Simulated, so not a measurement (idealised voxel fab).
The process module that follows is named voxel gate over fins.
Cross-section cut: width 210 nm, square cells of 5 nm.
For the purposes of this document, a cross-section shall be understood as a grid of square cells, specified as bands listed in top-to-bottom order, each band consisting of one or more rows of cells.
For a band, the entry starts with two heights in nm, that of the top and then that of the bottom, and carries on with the band's materials in order from left to right, each alongside its width in nm; the word "all across" beside a single material means it fills the band edge to edge, and "blank" means empty space.
Heights are measured from 0, the level below which the as-received wafer is all one material; the lowest band has no bottom and continues downward, written as in "0 -> down".
Read "30->40" as a graded width: first number on top, second number at the bottom, same change between each pair of neighbouring rows.
Key: "no change" - step with no changed cell in the cross-section.
Empty spaces counting at least 8 cells and having no open way to the top are listed in "Trapped voids". The notation width x height at distance is used for each, the distance being from the left edge and all three values in nm.
On a step's line, text after the settings is the simulator commenting on that step.
Steps that use a mask can have "overlay nm" on their line. It says how far the mask sat to the right of where it was meant to be. Negative means to the left.

Intended process steps
1,op RECEIVE | material Si
2,op CONFORMAL_DEP | material SiN | thk nm 10
3,op DIRECTIONAL_DEP | material aC | thk nm 15
4,op PATTERN | tone cover | mask id FINS | material resist | width nm 15 | pitch nm 50 | thk nm 30 | overlay nm 0
5,op DIRECTIONAL_ETCH | etch materials aC | depth nm 15
6,op STRIP | etch materials resist
7,op DIRECTIONAL_ETCH | etch materials SiN | depth nm 10
8,op DIRECTIONAL_ETCH | etch materials Si | depth nm 35
9,op STRIP | etch materials aC
10,op FILL_DEP | material SiO2 | thk nm 10
11,op CMP | height nm 10
12,op MASKED_ETCH | tone open | mask id RAIL | width nm 15 | etch materials SiO2 | depth nm 40 | overlay nm 0
13,op CONFORMAL_DEP | material TiN | thk nm 5
14,op FILL_DEP | material W | thk nm 5
15,op CMP | height nm 10
16,op SELECTIVE_ETCH | etch materials W Ru TiN | depth nm 25
17,op FILL_DEP | material SiO2 | thk nm 5
18,op CMP | height nm 10
19,op SELECTIVE_ETCH | etch materials SiO2 | depth nm 20
20,op STRIP | etch materials SiN
21,op CONFORMAL_DEP | material HfO2 | thk nm 5
22,op CONFORMAL_DEP | material TiN | thk nm 5
23,op CONFORMAL_DEP | material TiAl | thk nm 5
24,op CONFORMAL_DEP | material TiN | thk nm 5
25,op FILL_DEP | material W | thk nm 15
26,op CMP | height nm 30
27,op CONFORMAL_DEP | material SiN | thk nm 5

The following pertains to the first of two wafers, which was processed as planned

Incoming wafer, cross-sectional view, post step 1
	0 -> down: Si all across
	Trapped voids: none

Take a look at the wafer's cross-section after step 2
	10 -> 0: SiN all across
	Anything lower than 0 is untouched.

Take a look at the wafer's cross-section after step 3
	25 -> 10: aC all across
	Anything lower than 10 is untouched.

Take a look at the wafer's cross-section after step 4
	55 -> 25: 45 of blank; 15 of resist; 35 of blank; 15 of resist; 35 of blank; 15 of resist; 50 of blank
	Anything lower than 25 is untouched.

Take a look at the wafer's cross-section after step 5
	40 -> 25: 45 of blank; 15 of resist; 35 of blank; 15 of resist; 35 of blank; 15 of resist; 50 of blank
	25 -> 10: 45 of blank; 15 of aC; 35 of blank; 15 of aC; 35 of blank; 15 of aC; 50 of blank
	Anything lower than 10 is untouched.

Take a look at the wafer's cross-section after step 6
	25 -> 10: 45 of blank; 15 of aC; 35 of blank; 15 of aC; 35 of blank; 15 of aC; 50 of blank
	Anything lower than 10 is untouched.

Take a look at the wafer's cross-section after step 7
	25 -> 10: 45 of blank; 15 of aC; 35 of blank; 15 of aC; 35 of blank; 15 of aC; 50 of blank
	10 -> 0: 45 of blank; 15 of SiN; 35 of blank; 15 of SiN; 35 of blank; 15 of SiN; 50 of blank
	Anything lower than 0 is untouched.

Take a look at the wafer's cross-section after step 8
	25 -> 10: 45 of blank; 15 of aC; 35 of blank; 15 of aC; 35 of blank; 15 of aC; 50 of blank
	10 -> 0: 45 of blank; 15 of SiN; 35 of blank; 15 of SiN; 35 of blank; 15 of SiN; 50 of blank
	0 -> -35: 45 of blank; 15 of Si; 35 of blank; 15 of Si; 35 of blank; 15 of Si; 50 of blank
	Anything lower than -35 is untouched.

Take a look at the wafer's cross-section after step 9
	10 -> 0: 45 of blank; 15 of SiN; 35 of blank; 15 of SiN; 35 of blank; 15 of SiN; 50 of blank
	Anything lower than 0 is untouched.

Take a look at the wafer's cross-section after step 10
	20 -> 10: SiO2 all across
	10 -> 0: 45 of SiO2; 15 of SiN; 35 of SiO2; 15 of SiN; 35 of SiO2; 15 of SiN; 50 of SiO2
	0 -> -35: 45 of SiO2; 15 of Si; 35 of SiO2; 15 of Si; 35 of SiO2; 15 of Si; 50 of SiO2
	Anything lower than -35 is untouched.

Take a look at the wafer's cross-section after step 11
	10 -> 0: 45 of SiO2; 15 of SiN; 35 of SiO2; 15 of SiN; 35 of SiO2; 15 of SiN; 50 of SiO2
	Anything lower than 0 is untouched.

Take a look at the wafer's cross-section after step 12
	10 -> 0: 45 of SiO2; 15 of SiN; 10 of SiO2; 15 of blank; 10 of SiO2; 15 of SiN; 35 of SiO2; 15 of SiN; 50 of SiO2
	0 -> -30: 45 of SiO2; 15 of Si; 10 of SiO2; 15 of blank; 10 of SiO2; 15 of Si; 35 of SiO2; 15 of Si; 50 of SiO2
	Anything lower than -30 is untouched.

Take a look at the wafer's cross-section after step 13
	15 -> 10: 75 of TiN; 5 of blank; 130 of TiN
	10 -> 0: 45 of SiO2; 15 of SiN; 10 of SiO2; 5 of TiN; 5 of blank; 5 of TiN; 10 of SiO2; 15 of SiN; 35 of SiO2; 15 of SiN; 50 of SiO2
	0 -> -25: 45 of SiO2; 15 of Si; 10 of SiO2; 5 of TiN; 5 of blank; 5 of TiN; 10 of SiO2; 15 of Si; 35 of SiO2; 15 of Si; 50 of SiO2
	-25 -> -30: 45 of SiO2; 15 of Si; 10 of SiO2; 15 of TiN; 10 of SiO2; 15 of Si; 35 of SiO2; 15 of Si; 50 of SiO2
	Anything lower than -30 is untouched.

Take a look at the wafer's cross-section after step 14
	20 -> 15: W all across
	15 -> 10: 75 of TiN; 5 of W; 130 of TiN
	10 -> 0: 45 of SiO2; 15 of SiN; 10 of SiO2; 5 of TiN; 5 of W; 5 of TiN; 10 of SiO2; 15 of SiN; 35 of SiO2; 15 of SiN; 50 of SiO2
	0 -> -25: 45 of SiO2; 15 of Si; 10 of SiO2; 5 of TiN; 5 of W; 5 of TiN; 10 of SiO2; 15 of Si; 35 of SiO2; 15 of Si; 50 of SiO2
	Anything lower than -25 is untouched.

Take a look at the wafer's cross-section after step 15
	10 -> 0: 45 of SiO2; 15 of SiN; 10 of SiO2; 5 of TiN; 5 of W; 5 of TiN; 10 of SiO2; 15 of SiN; 35 of SiO2; 15 of SiN; 50 of SiO2
	Anything lower than 0 is untouched.

Take a look at the wafer's cross-section after step 16
	10 -> 0: 45 of SiO2; 15 of SiN; 10 of SiO2; 15 of blank; 10 of SiO2; 15 of SiN; 35 of SiO2; 15 of SiN; 50 of SiO2
	0 -> -15: 45 of SiO2; 15 of Si; 10 of SiO2; 15 of blank; 10 of SiO2; 15 of Si; 35 of SiO2; 15 of Si; 50 of SiO2
	Anything lower than -15 is untouched.

Take a look at the wafer's cross-section after step 17
	15 -> 10: SiO2 all across
	10 -> 0: 45 of SiO2; 15 of SiN; 35 of SiO2; 15 of SiN; 35 of SiO2; 15 of SiN; 50 of SiO2
	0 -> -15: 45 of SiO2; 15 of Si; 35 of SiO2; 15 of Si; 35 of SiO2; 15 of Si; 50 of SiO2
	Anything lower than -15 is untouched.

Take a look at the wafer's cross-section after step 18
	10 -> 0: 45 of SiO2; 15 of SiN; 35 of SiO2; 15 of SiN; 35 of SiO2; 15 of SiN; 50 of SiO2
	Anything lower than 0 is untouched.

Take a look at the wafer's cross-section after step 19
	10 -> 0: 45 of blank; 15 of SiN; 35 of blank; 15 of SiN; 35 of blank; 15 of SiN; 50 of blank
	0 -> -10: 45 of blank; 15 of Si; 35 of blank; 15 of Si; 35 of blank; 15 of Si; 50 of blank
	Anything lower than -10 is untouched.

Take a look at the wafer's cross-section after step 20
	0 -> -10: 45 of blank; 15 of Si; 35 of blank; 15 of Si; 35 of blank; 15 of Si; 50 of blank
	Anything lower than -10 is untouched.

Take a look at the wafer's cross-section after step 21
	5 -> 0: 40 of blank; 25 of HfO2; 25 of blank; 25 of HfO2; 25 of blank; 25 of HfO2; 45 of blank
	0 -> -5: 40 of blank; 5 of HfO2; 15 of Si; 5 of HfO2; 25 of blank; 5 of HfO2; 15 of Si; 5 of HfO2; 25 of blank; 5 of HfO2; 15 of Si; 5 of HfO2; 45 of blank
	-5 -> -10: 45 of HfO2; 15 of Si; 35 of HfO2; 15 of Si; 35 of HfO2; 15 of Si; 50 of HfO2
	Anything lower than -10 is untouched.

Take a look at the wafer's cross-section after step 22
	10 -> 5: 35 of blank; 35 of TiN; 15 of blank; 35 of TiN; 15 of blank; 35 of TiN; 40 of blank
	5 -> 0: 35 of blank; 5 of TiN; 25 of HfO2; 5 of TiN; 15 of blank; 5 of TiN; 25 of HfO2; 5 of TiN; 15 of blank; 5 of TiN; 25 of HfO2; 5 of TiN; 40 of blank
	0 -> -5: 40 of TiN; 5 of HfO2; 15 of Si; 5 of HfO2; 25 of TiN; 5 of HfO2; 15 of Si; 5 of HfO2; 25 of TiN; 5 of HfO2; 15 of Si; 5 of HfO2; 45 of TiN
	Anything lower than -5 is untouched.

Take a look at the wafer's cross-section after step 23
	15 -> 10: 30 of blank; 45 of TiAl; 5 of blank; 45 of TiAl; 5 of blank; 45 of TiAl; 35 of blank
	10 -> 5: 30 of blank; 5 of TiAl; 35 of TiN; 5 of TiAl; 5 of blank; 5 of TiAl; 35 of TiN; 5 of TiAl; 5 of blank; 5 of TiAl; 35 of TiN; 5 of TiAl; 35 of blank
	5 -> 0: 35 of TiAl; 5 of TiN; 25 of HfO2; 5 of TiN; 15 of TiAl; 5 of TiN; 25 of HfO2; 5 of TiN; 15 of TiAl; 5 of TiN; 25 of HfO2; 5 of TiN; 40 of TiAl
	Anything lower than 0 is untouched.

Take a look at the wafer's cross-section after step 24
	20 -> 15: 25 of blank; 155 of TiN; 30 of blank
	15 -> 10: 25 of blank; 5 of TiN; 45 of TiAl; 5 of TiN; 45 of TiAl; 5 of TiN; 45 of TiAl; 5 of TiN; 30 of blank
	10 -> 5: 30 of TiN; 5 of TiAl; 35 of TiN; 5 of TiAl; 5 of TiN; 5 of TiAl; 35 of TiN; 5 of TiAl; 5 of TiN; 5 of TiAl; 35 of TiN; 5 of TiAl; 35 of TiN
	Anything lower than 5 is untouched.

Take a look at the wafer's cross-section after step 25
	35 -> 20: W all across
	20 -> 15: 25 of W; 155 of TiN; 30 of W
	15 -> 10: 25 of W; 5 of TiN; 45 of TiAl; 5 of TiN; 45 of TiAl; 5 of TiN; 45 of TiAl; 5 of TiN; 30 of W
	Anything lower than 10 is untouched.

Take a look at the wafer's cross-section after step 26
	30 -> 20: W all across
	Anything lower than 20 is untouched.

Take a look at the wafer's cross-section after step 27
	35 -> 30: SiN all across
	Anything lower than 30 is untouched.

Second wafer. Start and plan as for the first. One mistake made in running. Agrees with the first up to and including step 18

At the planned end of step 19, the second wafer in cross-section
	10 -> 0: 45 of blank; 15 of SiN; 35 of blank; 15 of SiN; 35 of blank; 15 of SiN; 50 of blank
	0 -> -15: 45 of blank; 15 of Si; 35 of blank; 15 of Si; 35 of blank; 15 of Si; 50 of blank
	-15 -> -25: 45 of blank; 15 of Si; 10 of blank; 5 of TiN; 5 of W; 5 of TiN; 10 of blank; 15 of Si; 35 of blank; 15 of Si; 50 of blank
	-25 -> -30: 45 of blank; 15 of Si; 10 of blank; 15 of TiN; 10 of blank; 15 of Si; 35 of blank; 15 of Si; 50 of blank
	Anything lower than -30 is untouched.

At the planned end of step 20, the second wafer in cross-section
	0 -> -15: 45 of blank; 15 of Si; 35 of blank; 15 of Si; 35 of blank; 15 of Si; 50 of blank
	Anything lower than -15 is untouched.

At the planned end of step 21, the second wafer in cross-section
	5 -> 0: 40 of blank; 25 of HfO2; 25 of blank; 25 of HfO2; 25 of blank; 25 of HfO2; 45 of blank
	0 -> -10: 40 of blank; 5 of HfO2; 15 of Si; 5 of HfO2; 25 of blank; 5 of HfO2; 15 of Si; 5 of HfO2; 25 of blank; 5 of HfO2; 15 of Si; 5 of HfO2; 45 of blank
	-10 -> -15: 40 of blank; 5 of HfO2; 15 of Si; 35 of HfO2; 15 of Si; 5 of HfO2; 25 of blank; 5 of HfO2; 15 of Si; 5 of HfO2; 45 of blank
	-15 -> -25: 40 of blank; 5 of HfO2; 15 of Si; 10 of HfO2; 5 of TiN; 5 of W; 5 of TiN; 10 of HfO2; 15 of Si; 5 of HfO2; 25 of blank; 5 of HfO2; 15 of Si; 5 of HfO2; 45 of blank
	-25 -> -30: 45 of HfO2; 15 of Si; 10 of HfO2; 15 of TiN; 10 of HfO2; 15 of Si; 35 of HfO2; 15 of Si; 50 of HfO2
	Anything lower than -30 is untouched.

At the planned end of step 22, the second wafer in cross-section
	10 -> 5: 35 of blank; 35 of TiN; 15 of blank; 35 of TiN; 15 of blank; 35 of TiN; 40 of blank
	5 -> 0: 35 of blank; 5 of TiN; 25 of HfO2; 5 of TiN; 15 of blank; 5 of TiN; 25 of HfO2; 5 of TiN; 15 of blank; 5 of TiN; 25 of HfO2; 5 of TiN; 40 of blank
	0 -> -5: 35 of blank; 5 of TiN; 5 of HfO2; 15 of Si; 5 of HfO2; 5 of TiN; 15 of blank; 5 of TiN; 5 of HfO2; 15 of Si; 5 of HfO2; 5 of TiN; 15 of blank; 5 of TiN; 5 of HfO2; 15 of Si; 5 of HfO2; 5 of TiN; 40 of blank
	-5 -> -10: 35 of blank; 5 of TiN; 5 of HfO2; 15 of Si; 5 of HfO2; 25 of TiN; 5 of HfO2; 15 of Si; 5 of HfO2; 5 of TiN; 15 of blank; 5 of TiN; 5 of HfO2; 15 of Si; 5 of HfO2; 5 of TiN; 40 of blank
	-10 -> -15: 35 of blank; 5 of TiN; 5 of HfO2; 15 of Si; 35 of HfO2; 15 of Si; 5 of HfO2; 5 of TiN; 15 of blank; 5 of TiN; 5 of HfO2; 15 of Si; 5 of HfO2; 5 of TiN; 40 of blank
	-15 -> -20: 35 of blank; 5 of TiN; 5 of HfO2; 15 of Si; 10 of HfO2; 5 of TiN; 5 of W; 5 of TiN; 10 of HfO2; 15 of Si; 5 of HfO2; 5 of TiN; 15 of blank; 5 of TiN; 5 of HfO2; 15 of Si; 5 of HfO2; 5 of TiN; 40 of blank
	-20 -> -25: 40 of TiN; 5 of HfO2; 15 of Si; 10 of HfO2; 5 of TiN; 5 of W; 5 of TiN; 10 of HfO2; 15 of Si; 5 of HfO2; 25 of TiN; 5 of HfO2; 15 of Si; 5 of HfO2; 45 of TiN
	Anything lower than -25 is untouched.

At the planned end of step 23, the second wafer in cross-section
	15 -> 10: 30 of blank; 45 of TiAl; 5 of blank; 45 of TiAl; 5 of blank; 45 of TiAl; 35 of blank
	10 -> 5: 30 of blank; 5 of TiAl; 35 of TiN; 5 of TiAl; 5 of blank; 5 of TiAl; 35 of TiN; 5 of TiAl; 5 of blank; 5 of TiAl; 35 of TiN; 5 of TiAl; 35 of blank
	5 -> 0: 30 of blank; 5 of TiAl; 5 of TiN; 25 of HfO2; 5 of TiN; 5 of TiAl; 5 of blank; 5 of TiAl; 5 of TiN; 25 of HfO2; 5 of TiN; 5 of TiAl; 5 of blank; 5 of TiAl; 5 of TiN; 25 of HfO2; 5 of TiN; 5 of TiAl; 35 of blank
	0 -> -5: 30 of blank; 5 of TiAl; 5 of TiN; 5 of HfO2; 15 of Si; 5 of HfO2; 5 of TiN; 15 of TiAl; 5 of TiN; 5 of HfO2; 15 of Si; 5 of HfO2; 5 of TiN; 5 of TiAl; 5 of blank; 5 of TiAl; 5 of TiN; 5 of HfO2; 15 of Si; 5 of HfO2; 5 of TiN; 5 of TiAl; 35 of blank
	-5 -> -10: 30 of blank; 5 of TiAl; 5 of TiN; 5 of HfO2; 15 of Si; 5 of HfO2; 25 of TiN; 5 of HfO2; 15 of Si; 5 of HfO2; 5 of TiN; 5 of TiAl; 5 of blank; 5 of TiAl; 5 of TiN; 5 of HfO2; 15 of Si; 5 of HfO2; 5 of TiN; 5 of TiAl; 35 of blank
	-10 -> -15: 30 of blank; 5 of TiAl; 5 of TiN; 5 of HfO2; 15 of Si; 35 of HfO2; 15 of Si; 5 of HfO2; 5 of TiN; 5 of TiAl; 5 of blank; 5 of TiAl; 5 of TiN; 5 of HfO2; 15 of Si; 5 of HfO2; 5 of TiN; 5 of TiAl; 35 of blank
	-15 -> -20: 35 of TiAl; 5 of TiN; 5 of HfO2; 15 of Si; 10 of HfO2; 5 of TiN; 5 of W; 5 of TiN; 10 of HfO2; 15 of Si; 5 of HfO2; 5 of TiN; 15 of TiAl; 5 of TiN; 5 of HfO2; 15 of Si; 5 of HfO2; 5 of TiN; 40 of TiAl
	Anything lower than -20 is untouched.

At the planned end of step 24, the second wafer in cross-section
	20 -> 15: 25 of blank; 155 of TiN; 30 of blank
	15 -> 10: 25 of blank; 5 of TiN; 45 of TiAl; 5 of TiN; 45 of TiAl; 5 of TiN; 45 of TiAl; 5 of TiN; 30 of blank
	10 -> 5: 25 of blank; 5 of TiN; 5 of TiAl; 35 of TiN; 5 of TiAl; 5 of TiN; 5 of TiAl; 35 of TiN; 5 of TiAl; 5 of TiN; 5 of TiAl; 35 of TiN; 5 of TiAl; 5 of TiN; 30 of blank
	5 -> 0: 25 of blank; 5 of TiN; 5 of TiAl; 5 of TiN; 25 of HfO2; 5 of TiN; 5 of TiAl; 5 of TiN; 5 of TiAl; 5 of TiN; 25 of HfO2; 5 of TiN; 5 of TiAl; 5 of TiN; 5 of TiAl; 5 of TiN; 25 of HfO2; 5 of TiN; 5 of TiAl; 5 of TiN; 30 of blank
	0 -> -5: 25 of blank; 5 of TiN; 5 of TiAl; 5 of TiN; 5 of HfO2; 15 of Si; 5 of HfO2; 5 of TiN; 15 of TiAl; 5 of TiN; 5 of HfO2; 15 of Si; 5 of HfO2; 5 of TiN; 5 of TiAl; 5 of TiN; 5 of TiAl; 5 of TiN; 5 of HfO2; 15 of Si; 5 of HfO2; 5 of TiN; 5 of TiAl; 5 of TiN; 30 of blank
	-5 -> -10: 25 of blank; 5 of TiN; 5 of TiAl; 5 of TiN; 5 of HfO2; 15 of Si; 5 of HfO2; 25 of TiN; 5 of HfO2; 15 of Si; 5 of HfO2; 5 of TiN; 5 of TiAl; 5 of TiN; 5 of TiAl; 5 of TiN; 5 of HfO2; 15 of Si; 5 of HfO2; 5 of TiN; 5 of TiAl; 5 of TiN; 30 of blank
	-10 -> -15: 30 of TiN; 5 of TiAl; 5 of TiN; 5 of HfO2; 15 of Si; 35 of HfO2; 15 of Si; 5 of HfO2; 5 of TiN; 5 of TiAl; 5 of TiN; 5 of TiAl; 5 of TiN; 5 of HfO2; 15 of Si; 5 of HfO2; 5 of TiN; 5 of TiAl; 35 of TiN
	Anything lower than -15 is untouched.

At the planned end of step 25, the second wafer in cross-section
	35 -> 20: W all across
	20 -> 15: 25 of W; 155 of TiN; 30 of W
	15 -> 10: 25 of W; 5 of TiN; 45 of TiAl; 5 of TiN; 45 of TiAl; 5 of TiN; 45 of TiAl; 5 of TiN; 30 of W
	10 -> 5: 25 of W; 5 of TiN; 5 of TiAl; 35 of TiN; 5 of TiAl; 5 of TiN; 5 of TiAl; 35 of TiN; 5 of TiAl; 5 of TiN; 5 of TiAl; 35 of TiN; 5 of TiAl; 5 of TiN; 30 of W
	5 -> 0: 25 of W; 5 of TiN; 5 of TiAl; 5 of TiN; 25 of HfO2; 5 of TiN; 5 of TiAl; 5 of TiN; 5 of TiAl; 5 of TiN; 25 of HfO2; 5 of TiN; 5 of TiAl; 5 of TiN; 5 of TiAl; 5 of TiN; 25 of HfO2; 5 of TiN; 5 of TiAl; 5 of TiN; 30 of W
	0 -> -5: 25 of W; 5 of TiN; 5 of TiAl; 5 of TiN; 5 of HfO2; 15 of Si; 5 of HfO2; 5 of TiN; 15 of TiAl; 5 of TiN; 5 of HfO2; 15 of Si; 5 of HfO2; 5 of TiN; 5 of TiAl; 5 of TiN; 5 of TiAl; 5 of TiN; 5 of HfO2; 15 of Si; 5 of HfO2; 5 of TiN; 5 of TiAl; 5 of TiN; 30 of W
	-5 -> -10: 25 of W; 5 of TiN; 5 of TiAl; 5 of TiN; 5 of HfO2; 15 of Si; 5 of HfO2; 25 of TiN; 5 of HfO2; 15 of Si; 5 of HfO2; 5 of TiN; 5 of TiAl; 5 of TiN; 5 of TiAl; 5 of TiN; 5 of HfO2; 15 of Si; 5 of HfO2; 5 of TiN; 5 of TiAl; 5 of TiN; 30 of W
	Anything lower than -10 is untouched.

At the planned end of step 26, the second wafer in cross-section
	30 -> 20: W all across
	Anything lower than 20 is untouched.

At the planned end of step 27, the second wafer in cross-section
	35 -> 30: SiN all across
	Anything lower than 30 is untouched.
So what did we get wrong on this run? execution of plan step 19 occurred twice
The second wafer ends with more or fewer cells of some materials than the first, per final count: HfO2 +30, SiO2 -123, TiAl +18, TiN +31, W +44
